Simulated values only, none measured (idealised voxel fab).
Process module, titled voxel capacitor over wiring
Each square cell in cross-section cut measures 5 nm, and the section as a whole is 275 nm wide.
Each cross-section below is a grid of square cells, stated as bands in top-down order, with one or more rows of cells making up each band. Band: top and bottom heights (nm) first, top before bottom; then materials from left to right, widths in nm. "full width" marks a sole material filling the band edge to edge. "blank" denotes empty space. Counting heights begins at 0, where everything beneath is, in the wafer as received, one material. The lowest band has no bottom; it goes on downwards, as "z 0 and below" shows. Top row gets the first number, bottom row gets the second, and each row in between changes by the same step: that is how a band width like "30->40" works. "nothing got changed" for a step: no cell of the cross-section changed in that step. Closed empty spaces (no open way to the top) of 8 cells or more are what "Sealed void listing" lists, each as width x height at distance from the left edge, nm for all three. What comes after the settings on a step's line is commentary from the simulator itself on that step. overlay nm: how far to the right of its planned place the mask lay on this masked step (negative: to the left).
PROCESS STEPS (PLANNED)
1,RECEIVE | material Si
2,CONFORMAL_DEP | material SiO2 | thk nm 10
3,DIRECTIONAL_DEP | material TiN | thk nm 5
4,DIRECTIONAL_DEP | material W | thk nm 15
5,DIRECTIONAL_DEP | material aC | thk nm 15
6,PATTERN | tone cover | mask id METAL_1 | material resist | width nm 25 | pitch nm 80 | thk nm 35 | overlay nm 0
7,DIRECTIONAL_ETCH | etch materials aC | depth nm 15
8,STRIP | etch materials resist
9,DIRECTIONAL_ETCH | etch materials W | depth nm 15
10,DIRECTIONAL_ETCH | etch materials TiN | depth nm 5
11,STRIP | etch materials aC
12,CONFORMAL_DEP | material SiCN | thk nm 5
13,FILL_DEP | material SiO2 | thk nm 10
14,CMP | height nm 30
15,CONFORMAL_DEP | material SiCN | thk nm 5
16,DIRECTIONAL_DEP | material SiO2 | thk nm 10
17,MASKED_ETCH | tone open | mask id PLUG_1 | width nm 15 | etch materials SiO2 | depth nm 10 | overlay nm 0
18,MASKED_ETCH | tone open | mask id PLUG_1 | width nm 15 | etch materials SiCN | depth nm 5 | overlay nm 0
19,EPI | material Ru | thk nm 10
20,EPI | material Ru | thk nm 5
21,DIRECTIONAL_DEP | material TiN | thk nm 10
22,DIRECTIONAL_DEP | material HfO2 | thk nm 5
23,DIRECTIONAL_DEP | material TiN | thk nm 5
24,DIRECTIONAL_DEP | material aC | thk nm 15
25,PATTERN | tone cover | mask id UPPER_PLATE | material resist | width nm 60 | thk nm 30 | overlay nm 0
26,DIRECTIONAL_ETCH | etch materials aC | depth nm 15
27,STRIP | etch materials resist
28,DIRECTIONAL_ETCH | etch materials TiN | depth nm 5
29,DIRECTIONAL_ETCH | etch materials HfO2 | depth nm 5
30,STRIP | etch materials aC
31,MASKED_ETCH | tone cover | mask id LOWER_PLATE | width nm 70 | etch materials TiN | depth nm 10 | overlay nm 0
32,FILL_DEP | material SiO2 | thk nm 20
33,CMP | height nm 80
34,DIRECTIONAL_DEP | material aC | thk nm 10
35,PATTERN | tone open | mask id PLUG_2 | material resist | width nm 15 | thk nm 30 | overlay nm 0
36,DIRECTIONAL_ETCH | etch materials aC | depth nm 10
37,STRIP | etch materials resist
38,DIRECTIONAL_ETCH | etch materials SiO2 | depth nm 15
39,STRIP | etch materials aC
40,CONFORMAL_DEP | material TiN | thk nm 5
41,FILL_DEP | material W | thk nm 5
42,CMP | height nm 80
43,CONFORMAL_DEP | material SiCN | thk nm 5
FIRST OF THE TWO WAFERS, RUN PER PLAN
INCOMING WAFER, CROSS-SECTIONAL VIEW, POST STEP 1
> z 0 and below = Si full width
> Sealed void listing: none
CROSS-SECTION OF THE WAFER AFTER STEP 2
> z 10 to 0 = SiO2 full width
> At heights below 0, the structure remains unaltered.
CROSS-SECTION OF THE WAFER AFTER STEP 3
> z 15 to 10 = TiN full width
> At heights below 10, the structure remains unaltered.
CROSS-SECTION OF THE WAFER AFTER STEP 4
> z 30 to 15 = W full width
> At heights below 15, the structure remains unaltered.
CROSS-SECTION OF THE WAFER AFTER STEP 5
> z 45 to 30 = aC full width
> At heights below 30, the structure remains unaltered.
CROSS-SECTION OF THE WAFER AFTER STEP 6
> z 80 to 45 = blank 85; resist 25; blank 55; resist 25; blank 85
> At heights below 45, the structure remains unaltered.
CROSS-SECTION OF THE WAFER AFTER STEP 7
> z 65 to 45 = blank 85; resist 25; blank 55; resist 25; blank 85
> z 45 to 30 = blank 85; aC 25; blank 55; aC 25; blank 85
> At heights below 30, the structure remains unaltered.
CROSS-SECTION OF THE WAFER AFTER STEP 8
> z 45 to 30 = blank 85; aC 25; blank 55; aC 25; blank 85
> At heights below 30, the structure remains unaltered.
CROSS-SECTION OF THE WAFER AFTER STEP 9
> z 45 to 30 = blank 85; aC 25; blank 55; aC 25; blank 85
> z 30 to 15 = blank 85; W 25; blank 55; W 25; blank 85
> At heights below 15, the structure remains unaltered.
CROSS-SECTION OF THE WAFER AFTER STEP 10
> z 45 to 30 = blank 85; aC 25; blank 55; aC 25; blank 85
> z 30 to 15 = blank 85; W 25; blank 55; W 25; blank 85
> z 15 to 10 = blank 85; TiN 25; blank 55; TiN 25; blank 85
> At heights below 10, the structure remains unaltered.
CROSS-SECTION OF THE WAFER AFTER STEP 11
> z 30 to 15 = blank 85; W 25; blank 55; W 25; blank 85
> At heights below 15, the structure remains unaltered.
CROSS-SECTION OF THE WAFER AFTER STEP 12
> z 35 to 30 = blank 80; SiCN 35; blank 45; SiCN 35; blank 80
> z 30 to 15 = blank 80; SiCN 5; W 25; SiCN 5; blank 45; SiCN 5; W 25; SiCN 5; blank 80
> z 15 to 10 = SiCN 85; TiN 25; SiCN 55; TiN 25; SiCN 85
> At heights below 10, the structure remains unaltered.
CROSS-SECTION OF THE WAFER AFTER STEP 13
> z 45 to 35 = SiO2 full width
> z 35 to 30 = SiO2 80; SiCN 35; SiO2 45; SiCN 35; SiO2 80
> z 30 to 15 = SiO2 80; SiCN 5; W 25; SiCN 5; SiO2 45; SiCN 5; W 25; SiCN 5; SiO2 80
> At heights below 15, the structure remains unaltered.
CROSS-SECTION OF THE WAFER AFTER STEP 14
> z 30 to 15 = SiO2 80; SiCN 5; W 25; SiCN 5; SiO2 45; SiCN 5; W 25; SiCN 5; SiO2 80
> At heights below 15, the structure remains unaltered.
CROSS-SECTION OF THE WAFER AFTER STEP 15
> z 35 to 30 = SiCN full width
> At heights below 30, the structure remains unaltered.
CROSS-SECTION OF THE WAFER AFTER STEP 16
> z 45 to 35 = SiO2 full width
> At heights below 35, the structure remains unaltered.
CROSS-SECTION OF THE WAFER AFTER STEP 17
> z 45 to 35 = SiO2 95; blank 15; SiO2 165
> At heights below 35, the structure remains unaltered.
CROSS-SECTION OF THE WAFER AFTER STEP 18
> z 45 to 35 = SiO2 95; blank 15; SiO2 165
> z 35 to 30 = SiCN 95; blank 15; SiCN 165
> At heights below 30, the structure remains unaltered.
CROSS-SECTION OF THE WAFER AFTER STEP 19
> z 45 to 40 = SiO2 95; blank 15; SiO2 165
> z 40 to 35 = SiO2 95; Ru 15; SiO2 165
> z 35 to 30 = SiCN 95; Ru 15; SiCN 165
> At heights below 30, the structure remains unaltered.
CROSS-SECTION OF THE WAFER AFTER STEP 20
> z 45 to 35 = SiO2 95; Ru 15; SiO2 165
> At heights below 35, the structure remains unaltered.
CROSS-SECTION OF THE WAFER AFTER STEP 21
> z 55 to 45 = TiN full width
> At heights below 45, the structure remains unaltered.
CROSS-SECTION OF THE WAFER AFTER STEP 22
> z 60 to 55 = HfO2 full width
> At heights below 55, the structure remains unaltered.
CROSS-SECTION OF THE WAFER AFTER STEP 23
> z 65 to 60 = TiN full width
> At heights below 60, the structure remains unaltered.
CROSS-SECTION OF THE WAFER AFTER STEP 24
> z 80 to 65 = aC full width
> At heights below 65, the structure remains unaltered.
CROSS-SECTION OF THE WAFER AFTER STEP 25
> z 110 to 80 = blank 95; resist 60; blank 120
> At heights below 80, the structure remains unaltered.
CROSS-SECTION OF THE WAFER AFTER STEP 26
> z 95 to 80 = blank 95; resist 60; blank 120
> z 80 to 65 = blank 95; aC 60; blank 120
> At heights below 65, the structure remains unaltered.
CROSS-SECTION OF THE WAFER AFTER STEP 27
> z 80 to 65 = blank 95; aC 60; blank 120
> At heights below 65, the structure remains unaltered.
CROSS-SECTION OF THE WAFER AFTER STEP 28
> z 80 to 65 = blank 95; aC 60; blank 120
> z 65 to 60 = blank 95; TiN 60; blank 120
> At heights below 60, the structure remains unaltered.
CROSS-SECTION OF THE WAFER AFTER STEP 29
> z 80 to 65 = blank 95; aC 60; blank 120
> z 65 to 60 = blank 95; TiN 60; blank 120
> z 60 to 55 = blank 95; HfO2 60; blank 120
> At heights below 55, the structure remains unaltered.
CROSS-SECTION OF THE WAFER AFTER STEP 30
> z 65 to 60 = blank 95; TiN 60; blank 120
> At heights below 60, the structure remains unaltered.
CROSS-SECTION OF THE WAFER AFTER STEP 31
> z 65 to 60 = blank 95; TiN 60; blank 120
> z 60 to 55 = blank 95; HfO2 60; blank 120
> z 55 to 45 = blank 90; TiN 70; blank 115
> At heights below 45, the structure remains unaltered.
CROSS-SECTION OF THE WAFER AFTER STEP 32
> z 85 to 65 = SiO2 full width
> z 65 to 60 = SiO2 95; TiN 60; SiO2 120
> z 60 to 55 = SiO2 95; HfO2 60; SiO2 120
> z 55 to 45 = SiO2 90; TiN 70; SiO2 115
> At heights below 45, the structure remains unaltered.
CROSS-SECTION OF THE WAFER AFTER STEP 33
> z 80 to 65 = SiO2 full width
> At heights below 65, the structure remains unaltered.
CROSS-SECTION OF THE WAFER AFTER STEP 34
> z 90 to 80 = aC full width
> At heights below 80, the structure remains unaltered.
CROSS-SECTION OF THE WAFER AFTER STEP 35
> z 120 to 90 = resist 105; blank 15; resist 155
> At heights below 90, the structure remains unaltered.
CROSS-SECTION OF THE WAFER AFTER STEP 36
> z 110 to 90 = resist 105; blank 15; resist 155
> z 90 to 80 = aC 105; blank 15; aC 155
> At heights below 80, the structure remains unaltered.
CROSS-SECTION OF THE WAFER AFTER STEP 37
> z 90 to 80 = aC 105; blank 15; aC 155
> At heights below 80, the structure remains unaltered.
CROSS-SECTION OF THE WAFER AFTER STEP 38
> z 90 to 80 = aC 105; blank 15; aC 155
> z 80 to 65 = SiO2 105; blank 15; SiO2 155
> At heights below 65, the structure remains unaltered.
CROSS-SECTION OF THE WAFER AFTER STEP 39
> z 80 to 65 = SiO2 105; blank 15; SiO2 155
> At heights below 65, the structure remains unaltered.
CROSS-SECTION OF THE WAFER AFTER STEP 40
> z 85 to 80 = TiN 110; blank 5; TiN 160
> z 80 to 70 = SiO2 105; TiN 5; blank 5; TiN 5; SiO2 155
> z 70 to 60 = SiO2 105->95; TiN 15->60; SiO2 155->120
> At heights below 60, the structure remains unaltered.
CROSS-SECTION OF THE WAFER AFTER STEP 41
> z 90 to 85 = W full width
> z 85 to 80 = TiN 110; W 5; TiN 160
> z 80 to 70 = SiO2 105; TiN 5; W 5; TiN 5; SiO2 155
> At heights below 70, the structure remains unaltered.
CROSS-SECTION OF THE WAFER AFTER STEP 42
> z 80 to 70 = SiO2 105; TiN 5; W 5; TiN 5; SiO2 155
> At heights below 70, the structure remains unaltered.
CROSS-SECTION OF THE WAFER AFTER STEP 43
> z 85 to 80 = SiCN full width
> At heights below 80, the structure remains unaltered.
NOTES, SECOND WAFER: START = FIRST WAFER'S, PLAN = FIRST WAFER'S, EXECUTION HAD ONE MISTAKE; HISTORY IDENTICAL TO FIRST THROUGH STEP 34
CROSS-SECTIONAL REPRESENTATION OF THE SECOND WAFER AT THE TIME DESIGNATED IN THE PLAN FOR THE COMPLETION OF STEP 35
> z 120 to 90 = blank 105; resist 15; blank 155
> At heights below 90, the structure remains unaltered.
CROSS-SECTIONAL REPRESENTATION OF THE SECOND WAFER AT THE TIME DESIGNATED IN THE PLAN FOR THE COMPLETION OF STEP 36
> z 110 to 90 = blank 105; resist 15; blank 155
> z 90 to 80 = blank 105; aC 15; blank 155
> At heights below 80, the structure remains unaltered.
CROSS-SECTIONAL REPRESENTATION OF THE SECOND WAFER AT THE TIME DESIGNATED IN THE PLAN FOR THE COMPLETION OF STEP 37
> z 90 to 80 = blank 105; aC 15; blank 155
> At heights below 80, the structure remains unaltered.
CROSS-SECTIONAL REPRESENTATION OF THE SECOND WAFER AT THE TIME DESIGNATED IN THE PLAN FOR THE COMPLETION OF STEP 38
> z 90 to 80 = blank 105; aC 15; blank 155
> z 80 to 65 = blank 105; SiO2 15; blank 155
> At heights below 65, the structure remains unaltered.
CROSS-SECTIONAL REPRESENTATION OF THE SECOND WAFER AT THE TIME DESIGNATED IN THE PLAN FOR THE COMPLETION OF STEP 39
> z 80 to 65 = blank 105; SiO2 15; blank 155
> At heights below 65, the structure remains unaltered.
CROSS-SECTIONAL REPRESENTATION OF THE SECOND WAFER AT THE TIME DESIGNATED IN THE PLAN FOR THE COMPLETION OF STEP 40
> z 85 to 80 = blank 100; TiN 25; blank 150
> z 80 to 70 = blank 100; TiN 5; SiO2 15; TiN 5; blank 150
> z 70 to 65 = TiN 105; SiO2 15; TiN 155
> At heights below 65, the structure remains unaltered.
CROSS-SECTIONAL REPRESENTATION OF THE SECOND WAFER AT THE TIME DESIGNATED IN THE PLAN FOR THE COMPLETION OF STEP 41
> z 90 to 85 = W full width
> z 85 to 80 = W 100; TiN 25; W 150
> z 80 to 70 = W 100; TiN 5; SiO2 15; TiN 5; W 150
> At heights below 70, the structure remains unaltered.
CROSS-SECTIONAL REPRESENTATION OF THE SECOND WAFER AT THE TIME DESIGNATED IN THE PLAN FOR THE COMPLETION OF STEP 42
> z 80 to 70 = W 100; TiN 5; SiO2 15; TiN 5; W 150
> At heights below 70, the structure remains unaltered.
CROSS-SECTIONAL REPRESENTATION OF THE SECOND WAFER AT THE TIME DESIGNATED IN THE PLAN FOR THE COMPLETION OF STEP 43
> z 85 to 80 = SiCN full width
> At heights below 80, the structure remains unaltered.
Heads up, the wafer didn't run the way we planned it: note that step 35 departed from the planned setting and was carried out as PATTERN | tone cover | mask id PLUG_2 | material resist | width nm 15 | thk nm 30 | overlay nm 0
Final difference in cells, second wafer against first, listed per material as more or fewer: SiO2: 147 fewer, TiN: 49 more, W: 98 more
